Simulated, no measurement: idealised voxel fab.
The process module presented herein is designated voxel released beams.
Section shown: cut. Width: 180 nm. Cell size: 5 nm, square.
Cross-section format: a grid of square cells, given as bands from top to bottom; each band is one or more rows of cells. Heads up on the band format: heights come first, top then bottom, in nm. After that it's the materials left to right, each with its width in nm. A single material flagged "all across" fills the whole band edge to edge, and "empty" means there's empty space there. Heads up on the height convention: 0 is the point under which the incoming wafer is all one material, and the lowest band has no bottom, it just keeps going down, like "z 0 and below". A width such as "30 to 40" changes by the same amount from each row of cells to the next, from the band's top row to its bottom row. You'll sometimes find "no alterations made" written for a step, and that's the way of saying that nowhere in the cross-section did a cell change during that step. This entry, "Enclosed void inventory", enumerates those empty regions of no fewer than 8 cells that possess no open connection to the top. Each region is reported in the form width x height at distance, the distance being taken from the left edge, with all three quantities expressed in nm. On each step's line, the part that comes after the settings is the simulator's own comment on the step. Steps that use a mask can have "overlay nm" on their line. It says how far the mask sat to the right of where it was meant to be. Negative means to the left. In what follows, pairs of cross-sections are presented, each taken before and after one process step, with the after cross-section shown only down to the lowest band that was altered; the step, together with its settings, is stated below the pair. The pairs may stem from different runs of this module on the same starting wafer; accordingly, a pair should be taken as continuing from the one above it solely where its entry headed "Pre-step condition" indicates as much.

### Pre-step condition
> z 0 and below | Si all across
> Enclosed void inventory: none

### Step Result
> z 5 to 0 | Al2O3 all across
> For the remainder of the cross-section, below 0, there is no change.
> Enclosed void inventory: none
The two cross-sections above are separated by a single process step, namely CONFORMAL_DEP [material Al2O3] [thk nm 5]

Pre-step condition: the pre-step structure is the one depicted after the step in the pair just above.

### Step Result
> z 20 to 5 | SiO2 all across
> For the remainder of the cross-section, below 5, there is no change.
> Enclosed void inventory: none
The two cross-sections above are separated by a single process step, namely DIRECTIONAL_DEP [material SiO2] [thk nm 15]

Pre-step condition: the pre-step structure is the one depicted after the step in the pair just above.

### Step Result
> z 35 to 20 | aC all across
> For the remainder of the cross-section, below 20, there is no change.
> Enclosed void inventory: none
The two cross-sections above are separated by a single process step, namely DIRECTIONAL_DEP [material aC] [thk nm 15]

Pre-step condition: the pre-step structure is the one depicted after the step in the pair just above.

### Step Result
> z 70 to 35 | resist=50, empty=30, resist=100
> For the remainder of the cross-section, below 35, there is no change.
> Enclosed void inventory: none
The two cross-sections above are separated by a single process step, namely PATTERN [tone open] [mask id ANCHOR] [material resist] [width nm 30] [thk nm 35] [overlay nm 0]

Pre-step condition: the pre-step structure is the one depicted after the step in the pair just above.

### Step Result
> z 55 to 35 | resist=50, empty=30, resist=100
> z 35 to 20 | aC=50, empty=30, aC=100
> For the remainder of the cross-section, below 20, there is no change.
> Enclosed void inventory: none
The two cross-sections above are separated by a single process step, namely DIRECTIONAL_ETCH [etch materials aC] [depth nm 15]

Pre-step condition: the pre-step structure is the one depicted after the step in the pair just above.

### Step Result
> z 35 to 20 | aC=50, empty=30, aC=100
> For the remainder of the cross-section, below 20, there is no change.
> Enclosed void inventory: none
The two cross-sections above are separated by a single process step, namely STRIP [etch materials resist]

Pre-step condition: the pre-step structure is the one depicted after the step in the pair just above.

### Step Result
> z 35 to 20 | aC=50, empty=30, aC=100
> z 20 to 5 | SiO2=50, empty=30, SiO2=100
> For the remainder of the cross-section, below 5, there is no change.
> Enclosed void inventory: none
The two cross-sections above are separated by a single process step, namely DIRECTIONAL_ETCH [etch materials SiO2] [depth nm 15]

Pre-step condition: the pre-step structure is the one depicted after the step in the pair just above.

### Step Result
> z 20 to 5 | SiO2=50, empty=30, SiO2=100
> For the remainder of the cross-section, below 5, there is no change.
> Enclosed void inventory: none
The two cross-sections above are separated by a single process step, namely STRIP [etch materials aC]

Pre-step condition: the pre-step structure is the one depicted after the step in the pair just above.

### Step Result
> z 30 to 20 | polySi=60, empty=10, polySi=110
> z 20 to 15 | SiO2=50, polySi=10, empty=10, polySi=10, SiO2=100
> z 15 to 5 | SiO2=50, polySi=30, SiO2=100
> For the remainder of the cross-section, below 5, there is no change.
> Enclosed void inventory: none
The two cross-sections above are separated by a single process step, namely CONFORMAL_DEP [material polySi] [thk nm 10]

Pre-step condition: the pre-step structure is the one depicted after the step in the pair just above.

### Step Result
> z 30 to 20 | empty=45, polySi=15, empty=10, polySi=55, empty=55
> For the remainder of the cross-section, below 20, there is no change.
> Enclosed void inventory: none
The two cross-sections above are separated by a single process step, namely MASKED_ETCH [tone cover] [mask id BEAM] [width nm 80] [etch materials polySi] [depth nm 10] [overlay nm 0]

Pre-step condition: the pre-step structure is the one depicted after the step in the pair just above.

### Step Result
> z 30 to 20 | empty=45, polySi=15, empty=10, polySi=55, empty=55
> z 20 to 15 | empty=50, polySi=10, empty=10, polySi=10, empty=100
> z 15 to 5 | empty=50, polySi=30, empty=100
> For the remainder of the cross-section, below 5, there is no change.
> Enclosed void inventory: none
The two cross-sections above are separated by a single process step, namely STRIP [etch materials SiO2]

### Pre-step condition
> z 0 and below | Si all across
> Enclosed void inventory: none

### Step Result
> z 15 to 0 | SiO2 all across
> For the remainder of the cross-section, below 0, there is no change.
> Enclosed void inventory: none
The two cross-sections above are separated by a single process step, namely DIRECTIONAL_DEP [material SiO2] [thk nm 15]

Pre-step condition: the pre-step structure is the one depicted after the step in the pair just above.

### Step Result
> z 30 to 15 | aC all across
> For the remainder of the cross-section, below 15, there is no change.
> Enclosed void inventory: none
The two cross-sections above are separated by a single process step, namely DIRECTIONAL_DEP [material aC] [thk nm 15]

Pre-step condition: the pre-step structure is the one depicted after the step in the pair just above.

### Step Result
> z 65 to 30 | resist=50, empty=30, resist=100
> For the remainder of the cross-section, below 30, there is no change.
> Enclosed void inventory: none
The two cross-sections above are separated by a single process step, namely PATTERN [tone open] [mask id ANCHOR] [material resist] [width nm 30] [thk nm 35] [overlay nm 0]

Pre-step condition: the pre-step structure is the one depicted after the step in the pair just above.

### Step Result
> z 50 to 30 | resist=50, empty=30, resist=100
> z 30 to 15 | aC=50, empty=30, aC=100
> For the remainder of the cross-section, below 15, there is no change.
> Enclosed void inventory: none
The two cross-sections above are separated by a single process step, namely DIRECTIONAL_ETCH [etch materials aC] [depth nm 15]

Pre-step condition: the pre-step structure is the one depicted after the step in the pair just above.

### Step Result
> z 30 to 15 | aC=50, empty=30, aC=100
> For the remainder of the cross-section, below 15, there is no change.
> Enclosed void inventory: none
The two cross-sections above are separated by a single process step, namely STRIP [etch materials resist]

Pre-step condition: the pre-step structure is the one depicted after the step in the pair just above.

### Step Result
> z 30 to 15 | aC=50, empty=30, aC=100
> z 15 to 0 | SiO2=50, empty=30, SiO2=100
> For the remainder of the cross-section, below 0, there is no change.
> Enclosed void inventory: none
The two cross-sections above are separated by a single process step, namely DIRECTIONAL_ETCH [etch materials SiO2] [depth nm 15]

Pre-step condition: the pre-step structure is the one depicted after the step in the pair just above.

### Step Result
> z 15 to 0 | SiO2=50, empty=30, SiO2=100
> For the remainder of the cross-section, below 0, there is no change.
> Enclosed void inventory: none
The two cross-sections above are separated by a single process step, namely STRIP [etch materials aC]

Pre-step condition: the pre-step structure is the one depicted after the step in the pair just above.

### Step Result
> z 25 to 15 | polySi=60, empty=10, polySi=110
> z 15 to 10 | SiO2=50, polySi=10, empty=10, polySi=10, SiO2=100
> z 10 to 0 | SiO2=50, polySi=30, SiO2=100
> For the remainder of the cross-section, below 0, there is no change.
> Enclosed void inventory: none
The two cross-sections above are separated by a single process step, namely CONFORMAL_DEP [material polySi] [thk nm 10]

Pre-step condition: the pre-step structure is the one depicted after the step in the pair just above.

### Step Result
> z 25 to 15 | empty=45, polySi=15, empty=10, polySi=55, empty=55
> For the remainder of the cross-section, below 15, there is no change.
> Enclosed void inventory: none
The two cross-sections above are separated by a single process step, namely MASKED_ETCH [tone cover] [mask id BEAM] [width nm 80] [etch materials polySi] [depth nm 10] [overlay nm 0]

Pre-step condition: the pre-step structure is the one depicted after the step in the pair just above.

### Step Result
> z 25 to 15 | empty=45, polySi=15, empty=10, polySi=55, empty=55
> z 15 to 10 | empty=50, polySi=10, empty=10, polySi=10, empty=100
> z 10 to 0 | empty=50, polySi=30, empty=100
> For the remainder of the cross-section, below 0, there is no change.
> Enclosed void inventory: none
The two cross-sections above are separated by a single process step, namely STRIP [etch materials SiO2]

### Pre-step condition
> z 15 to 0 | SiO2 all across
> z 0 and below | Si all across
> Enclosed void inventory: none

### Step Result
> z 20 to 15 | Al2O3 all across
> For the remainder of the cross-section, below 15, there is no change.
> Enclosed void inventory: none
The two cross-sections above are separated by a single process step, namely CONFORMAL_DEP [material Al2O3] [thk nm 5]

Pre-step condition: the pre-step structure is the one depicted after the step in the pair just above.

### Step Result
> z 35 to 20 | aC all across
> For the remainder of the cross-section, below 20, there is no change.
> Enclosed void inventory: none
The two cross-sections above are separated by a single process step, namely DIRECTIONAL_DEP [material aC] [thk nm 15]

Pre-step condition: the pre-step structure is the one depicted after the step in the pair just above.

### Step Result
> z 70 to 35 | resist=50, empty=30, resist=100
> For the remainder of the cross-section, below 35, there is no change.
> Enclosed void inventory: none
The two cross-sections above are separated by a single process step, namely PATTERN [tone open] [mask id ANCHOR] [material resist] [width nm 30] [thk nm 35] [overlay nm 0]

Pre-step condition: the pre-step structure is the one depicted after the step in the pair just above.

### Step Result
> z 55 to 35 | resist=50, empty=30, resist=100
> z 35 to 20 | aC=50, empty=30, aC=100
> For the remainder of the cross-section, below 20, there is no change.
> Enclosed void inventory: none
The two cross-sections above are separated by a single process step, namely DIRECTIONAL_ETCH [etch materials aC] [depth nm 15]

Pre-step condition: the pre-step structure is the one depicted after the step in the pair just above.

### Step Result
> z 35 to 20 | aC=50, empty=30, aC=100
> For the remainder of the cross-section, below 20, there is no change.
> Enclosed void inventory: none
The two cross-sections above are separated by a single process step, namely STRIP [etch materials resist]

Pre-step condition: the pre-step structure is the one depicted after the step in the pair just above.

### Step Result
> z 20 to 15 | Al2O3 all across
> For the remainder of the cross-section, below 15, there is no change.
> Enclosed void inventory: none
The two cross-sections above are separated by a single process step, namely STRIP [etch materials aC]

Pre-step condition: the pre-step structure is the one depicted after the step in the pair just above.

### Step Result
> z 30 to 20 | polySi all across
> For the remainder of the cross-section, below 20, there is no change.
> Enclosed void inventory: none
The two cross-sections above are separated by a single process step, namely CONFORMAL_DEP [material polySi] [thk nm 10]

Pre-step condition: the pre-step structure is the one depicted after the step in the pair just above.

### Step Result
> z 30 to 20 | empty=45, polySi=80, empty=55
> For the remainder of the cross-section, below 20, there is no change.
> Enclosed void inventory: none
The two cross-sections above are separated by a single process step, namely MASKED_ETCH [tone cover] [mask id BEAM] [width nm 80] [etch materials polySi] [depth nm 10] [overlay nm 0]

### Pre-step condition
> z 5 to 0 | Al2O3 all across
> z 0 and below | Si all across
> Enclosed void inventory: none

### Step Result
> z 15 to 5 | SiO2 all across
> For the remainder of the cross-section, below 5, there is no change.
> Enclosed void inventory: none
The two cross-sections above are separated by a single process step, namely DIRECTIONAL_DEP [material SiO2] [thk nm 10]

Pre-step condition: the pre-step structure is the one depicted after the step in the pair just above.

### Step Result
> z 30 to 15 | aC all across
> For the remainder of the cross-section, below 15, there is no change.
> Enclosed void inventory: none
The two cross-sections above are separated by a single process step, namely DIRECTIONAL_DEP [material aC] [thk nm 15]

Pre-step condition: the pre-step structure is the one depicted after the step in the pair just above.

### Step Result
> z 65 to 30 | resist=50, empty=30, resist=100
> For the remainder of the cross-section, below 30, there is no change.
> Enclosed void inventory: none
The two cross-sections above are separated by a single process step, namely PATTERN [tone open] [mask id ANCHOR] [material resist] [width nm 30] [thk nm 35] [overlay nm 0]

Pre-step condition: the pre-step structure is the one depicted after the step in the pair just above.

### Step Result
> z 50 to 30 | resist=50, empty=30, resist=100
> z 30 to 15 | aC=50, empty=30, aC=100
> For the remainder of the cross-section, below 15, there is no change.
> Enclosed void inventory: none
The two cross-sections above are separated by a single process step, namely DIRECTIONAL_ETCH [etch materials aC] [depth nm 15]

Pre-step condition: the pre-step structure is the one depicted after the step in the pair just above.

### Step Result
> z 30 to 15 | aC=50, empty=30, aC=100
> For the remainder of the cross-section, below 15, there is no change.
> Enclosed void inventory: none
The two cross-sections above are separated by a single process step, namely STRIP [etch materials resist]

Pre-step condition: the pre-step structure is the one depicted after the step in the pair just above.

### Step Result
> z 30 to 15 | aC=50, empty=30, aC=100
> z 15 to 5 | SiO2=50, empty=30, SiO2=100
> For the remainder of the cross-section, below 5, there is no change.
> Enclosed void inventory: none
The two cross-sections above are separated by a single process step, namely DIRECTIONAL_ETCH [etch materials SiO2] [depth nm 15]

Pre-step condition: the pre-step structure is the one depicted after the step in the pair just above.

### Step Result
> z 15 to 5 | SiO2=50, empty=30, SiO2=100
> For the remainder of the cross-section, below 5, there is no change.
> Enclosed void inventory: none
The two cross-sections above are separated by a single process step, namely STRIP [etch materials aC]

Pre-step condition: the pre-step structure is the one depicted after the step in the pair just above.

### Step Result
> z 25 to 15 | polySi=60, empty=10, polySi=110
> z 15 to 5 | SiO2=50, polySi=30, SiO2=100
> For the remainder of the cross-section, below 5, there is no change.
> Enclosed void inventory: none
The two cross-sections above are separated by a single process step, namely CONFORMAL_DEP [material polySi] [thk nm 10]

Pre-step condition: the pre-step structure is the one depicted after the step in the pair just above.

### Step Result
> z 25 to 15 | empty=45, polySi=15, empty=10, polySi=55, empty=55
> For the remainder of the cross-section, below 15, there is no change.
> Enclosed void inventory: none
The two cross-sections above are separated by a single process step, namely MASKED_ETCH [tone cover] [mask id BEAM] [width nm 80] [etch materials polySi] [depth nm 10] [overlay nm 0]

Pre-step condition: the pre-step structure is the one depicted after the step in the pair just above.

### Step Result
> z 25 to 15 | empty=45, polySi=15, empty=10, polySi=55, empty=55
> z 15 to 5 | empty=50, polySi=30, empty=100
> For the remainder of the cross-section, below 5, there is no change.
> Enclosed void inventory: none
The two cross-sections above are separated by a single process step, namely STRIP [etch materials SiO2]

### Pre-step condition
> z 30 to 20 | polySi=60, empty=10, polySi=110
> z 20 to 15 | SiO2=50, polySi=10, empty=10, polySi=10, SiO2=100
> z 15 to 5 | SiO2=50, polySi=30, SiO2=100
> z 5 to 0 | Al2O3 all across
> z 0 and below | Si all across
> Enclosed void inventory: none

### Step Result
> z 30 to 20 | empty=45, polySi=15, empty=10, polySi=60, empty=50
> For the remainder of the cross-section, below 20, there is no change.
> Enclosed void inventory: none
The two cross-sections above are separated by a single process step, namely MASKED_ETCH [tone cover] [mask id BEAM] [width nm 85] [etch materials polySi] [depth nm 10] [overlay nm 0]

Pre-step condition: the pre-step structure is the one depicted after the step in the pair just above.

### Step Result
> z 30 to 20 | empty=45, polySi=15, empty=10, polySi=60, empty=50
> z 20 to 15 | empty=50, polySi=10, empty=10, polySi=10, empty=100
> z 15 to 5 | empty=50, polySi=30, empty=100
> For the remainder of the cross-section, below 5, there is no change.
> Enclosed void inventory: none
The two cross-sections above are separated by a single process step, namely STRIP [etch materials SiO2]

### Pre-step condition
> z 30 to 20 | polySi=60, empty=10, polySi=110
> z 20 to 15 | SiO2=50, polySi=10, empty=10, polySi=10, SiO2=100
> z 15 to 5 | SiO2=50, polySi=30, SiO2=100
> z 5 to 0 | Al2O3 all across
> z 0 and below | Si all across
> Enclosed void inventory: none

### Step Result
> z 30 to 20 | empty=35, polySi=25, empty=10, polySi=45, empty=65
> For the remainder of the cross-section, below 20, there is no change.
> Enclosed void inventory: none
The two cross-sections above are separated by a single process step, namely MASKED_ETCH [tone cover] [mask id BEAM] [width nm 80] [etch materials polySi] [depth nm 10] [overlay nm -10]

Pre-step condition: the pre-step structure is the one depicted after the step in the pair just above.

### Step Result
> z 30 to 20 | empty=35, polySi=25, empty=10, polySi=45, empty=65
> z 20 to 15 | empty=50, polySi=10, empty=10, polySi=10, empty=100
> z 15 to 5 | empty=50, polySi=30, empty=100
> For the remainder of the cross-section, below 5, there is no change.
> Enclosed void inventory: none
The two cross-sections above are separated by a single process step, namely STRIP [etch materials SiO2]

### Pre-step condition
> z 0 and below | Si all across
> Enclosed void inventory: none

### Step Result
> z 5 to 0 | SiO2 all across
> For the remainder of the cross-section, below 0, there is no change.
> Enclosed void inventory: none
The two cross-sections above are separated by a single process step, namely CONFORMAL_DEP [material SiO2] [thk nm 5]

Pre-step condition: the pre-step structure is the one depicted after the step in the pair just above.

### Step Result
> z 20 to 0 | SiO2 all across
> For the remainder of the cross-section, below 0, there is no change.
> Enclosed void inventory: none
The two cross-sections above are separated by a single process step, namely DIRECTIONAL_DEP [material SiO2] [thk nm 15]

Pre-step condition: the pre-step structure is the one depicted after the step in the pair just above.

### Step Result
> z 35 to 20 | aC all across
> For the remainder of the cross-section, below 20, there is no change.
> Enclosed void inventory: none
The two cross-sections above are separated by a single process step, namely DIRECTIONAL_DEP [material aC] [thk nm 15]

Pre-step condition: the pre-step structure is the one depicted after the step in the pair just above.

### Step Result
> z 70 to 35 | resist=50, empty=30, resist=100
> For the remainder of the cross-section, below 35, there is no change.
> Enclosed void inventory: none
The two cross-sections above are separated by a single process step, namely PATTERN [tone open] [mask id ANCHOR] [material resist] [width nm 30] [thk nm 35] [overlay nm 0]

Pre-step condition: the pre-step structure is the one depicted after the step in the pair just above.

### Step Result
> z 55 to 35 | resist=50, empty=30, resist=100
> z 35 to 20 | aC=50, empty=30, aC=100
> For the remainder of the cross-section, below 20, there is no change.
> Enclosed void inventory: none
The two cross-sections above are separated by a single process step, namely DIRECTIONAL_ETCH [etch materials aC] [depth nm 15]

Pre-step condition: the pre-step structure is the one depicted after the step in the pair just above.

### Step Result
> z 35 to 20 | aC=50, empty=30, aC=100
> For the remainder of the cross-section, below 20, there is no change.
> Enclosed void inventory: none
The two cross-sections above are separated by a single process step, namely STRIP [etch materials resist]

Pre-step condition: the pre-step structure is the one depicted after the step in the pair just above.

### Step Result
> z 35 to 20 | aC=50, empty=30, aC=100
> z 20 to 5 | SiO2=50, empty=30, SiO2=100
> For the remainder of the cross-section, below 5, there is no change.
> Enclosed void inventory: none
The two cross-sections above are separated by a single process step, namely DIRECTIONAL_ETCH [etch materials SiO2] [depth nm 15]

Pre-step condition: the pre-step structure is the one depicted after the step in the pair just above.

### Step Result
> z 20 to 5 | SiO2=50, empty=30, SiO2=100
> For the remainder of the cross-section, below 5, there is no change.
> Enclosed void inventory: none
The two cross-sections above are separated by a single process step, namely STRIP [etch materials aC]

Pre-step condition: the pre-step structure is the one depicted after the step in the pair just above.

### Step Result
> z 30 to 20 | polySi=60, empty=10, polySi=110
> z 20 to 15 | SiO2=50, polySi=10, empty=10, polySi=10, SiO2=100
> z 15 to 5 | SiO2=50, polySi=30, SiO2=100
> For the remainder of the cross-section, below 5, there is no change.
> Enclosed void inventory: none
The two cross-sections above are separated by a single process step, namely CONFORMAL_DEP [material polySi] [thk nm 10]

Pre-step condition: the pre-step structure is the one depicted after the step in the pair just above.

### Step Result
> z 30 to 20 | empty=45, polySi=15, empty=10, polySi=55, empty=55
> For the remainder of the cross-section, below 20, there is no change.
> Enclosed void inventory: none
The two cross-sections above are separated by a single process step, namely MASKED_ETCH [tone cover] [mask id BEAM] [width nm 80] [etch materials polySi] [depth nm 10] [overlay nm 0]

Pre-step condition: the pre-step structure is the one depicted after the step in the pair just above.

### Step Result
> z 0 and below | Si all across
> Enclosed void inventory: none
The two cross-sections above are separated by a single process step, namely STRIP [etch materials SiO2]

### Pre-step condition
> z 30 to 20 | polySi=60, empty=10, polySi=110
> z 20 to 15 | SiO2=50, polySi=10, empty=10, polySi=10, SiO2=100
> z 15 to 5 | SiO2=50, polySi=30, SiO2=100
> z 5 to 0 | Al2O3 all across
> z 0 and below | Si all across
> Enclosed void inventory: none

### Step Result
> z 30 to 20 | polySi=45, empty=80, polySi=55
> z 20 to 5 | SiO2=50, polySi=10, empty=10, polySi=10, SiO2=100
> For the remainder of the cross-section, below 5, there is no change.
> Enclosed void inventory: none
The two cross-sections above are separated by a single process step, namely MASKED_ETCH [tone open] [mask id BEAM] [width nm 80] [etch materials polySi] [depth nm 10] [overlay nm 0]

Pre-step condition: the pre-step structure is the one depicted after the step in the pair just above.

### Step Result
> z 20 to 5 | empty=50, polySi=10, empty=10, polySi=10, empty=100
> For the remainder of the cross-section, below 5, there is no change.
> Enclosed void inventory: none
The two cross-sections above are separated by a single process step, namely STRIP [etch materials SiO2]
